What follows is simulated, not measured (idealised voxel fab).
process module | voxel self aligned contacts
cross-section cut | 275 nm wide | cells 5 nm
A cross-section is a grid of square cells, given in bands from the top down. A band is one or more rows of cells.
Each band's line starts with the height of the band's top and of its bottom, in nm. Then come its materials from left to right, each with its width in nm. One material with "throughout" fills the band from edge to edge. "air" is empty space.
Height 0 is the level under which the wafer as received is all one material. The lowest band goes on downwards, as in "0 down".
A width such as "30 to 40" changes by the same amount from each row of cells to the next, from the band's top row to its bottom row.
"no change" after a step means that no cell of the cross-section changed.
closed voids: empty space of 8 cells or more with no open way to the top, each as width x height at its distance from the left edge, in nm
after a step's settings: what the simulator itself notes on the step
overlay nm, on a step with a mask: how far to the right of its planned place the mask lay; to the left if negative
plan
1 op RECEIVE | material Si
2 op OXIDIZE | depth nm 5
3 op DIRECTIONAL_DEP | material polySi | thk nm 30
4 op DIRECTIONAL_DEP | material SiN | thk nm 20
5 op PATTERN | tone cover | mask id GATE | material resist | width nm 35 | pitch nm 70 | thk nm 20 | overlay nm 0
6 op DIRECTIONAL_ETCH | etch materials SiN | depth nm 20
7 op DIRECTIONAL_ETCH | etch materials polySi | depth nm 30
8 op STRIP | etch materials resist
9 op CONFORMAL_DEP | material SiN | thk nm 5
10 op DIRECTIONAL_ETCH | etch materials SiN | depth nm 5
11 op FILL_DEP | material SiO2 | thk nm 15
12 op CMP | height nm 60
13 op PATTERN | tone open | mask id CONTACT | material resist | width nm 45 | pitch nm 70 | thk nm 20 | overlay nm 0
14 op DIRECTIONAL_ETCH | etch materials SiO2 | depth nm 65
15 op STRIP | etch materials resist
16 op CONFORMAL_DEP | material TiN | thk nm 5
17 op FILL_DEP | material W | thk nm 5
18 op CMP | height nm 60
19 op CONFORMAL_DEP | material SiN | thk nm 5
varied across the wafers: width nm of step 13. The plan shows the first wafer's value. All wafers start alike
first wafer as received, after step 1
  0 down: Si throughout
  closed voids: none
first wafer at the end, after step 19
  65 to 60: SiN throughout
  60 to 50: SiO2 80 | TiN 5 to 15 | W 35 to 15 | TiN 5 to 15 | SiO2 25 | TiN 5 to 15 | W 35 to 15 | TiN 5 to 15 | SiO2 80
  50 to 30: SiO2 45 | SiN 45 | TiN 5 | W 15 | TiN 5 | SiN 45 | TiN 5 | W 15 | TiN 5 | SiN 45 | SiO2 45
  30 to 0: SiO2 45 | SiN 5 | polySi 35 | SiN 5 | TiN 5 | W 15 | TiN 5 | SiN 5 | polySi 35 | SiN 5 | TiN 5 | W 15 | TiN 5 | SiN 5 | polySi 35 | SiN 5 | SiO2 45
  0 to -5: SiO2 90 | TiN 25 | SiO2 45 | TiN 25 | SiO2 90
  -5 down: Si throughout
  closed voids: none
last wafer at the end
  65 to 60: SiN throughout
  60 to 50: SiO2 75 | TiN 5 to 20 | W 45 to 15 | TiN 5 to 20 | SiO2 15 | TiN 5 to 20 | W 45 to 15 | TiN 5 to 20 | SiO2 75
  50 to 30: SiO2 45 | SiN 45 | TiN 5 | W 15 | TiN 5 | SiN 45 | TiN 5 | W 15 | TiN 5 | SiN 45 | SiO2 45
  30 to 0: SiO2 45 | SiN 5 | polySi 35 | SiN 5 | TiN 5 | W 15 | TiN 5 | SiN 5 | polySi 35 | SiN 5 | TiN 5 | W 15 | TiN 5 | SiN 5 | polySi 35 | SiN 5 | SiO2 45
  0 to -5: SiO2 90 | TiN 25 | SiO2 45 | TiN 25 | SiO2 90
  -5 down: Si throughout
  closed voids: none
each wafer at the end: cells of each material gained (+) or lost (-) since it was received, then its closed voids
width nm 45 | -55 Si | +199 SiN | +299 SiO2 | +66 TiN | +80 W | +126 polySi | closed voids: none
width nm 50 | -55 Si | +199 SiN | +295 SiO2 | +68 TiN | +82 W | +126 polySi | closed voids: none
width nm 55 | -55 Si | +199 SiN | +291 SiO2 | +70 TiN | +84 W | +126 polySi | closed voids: none
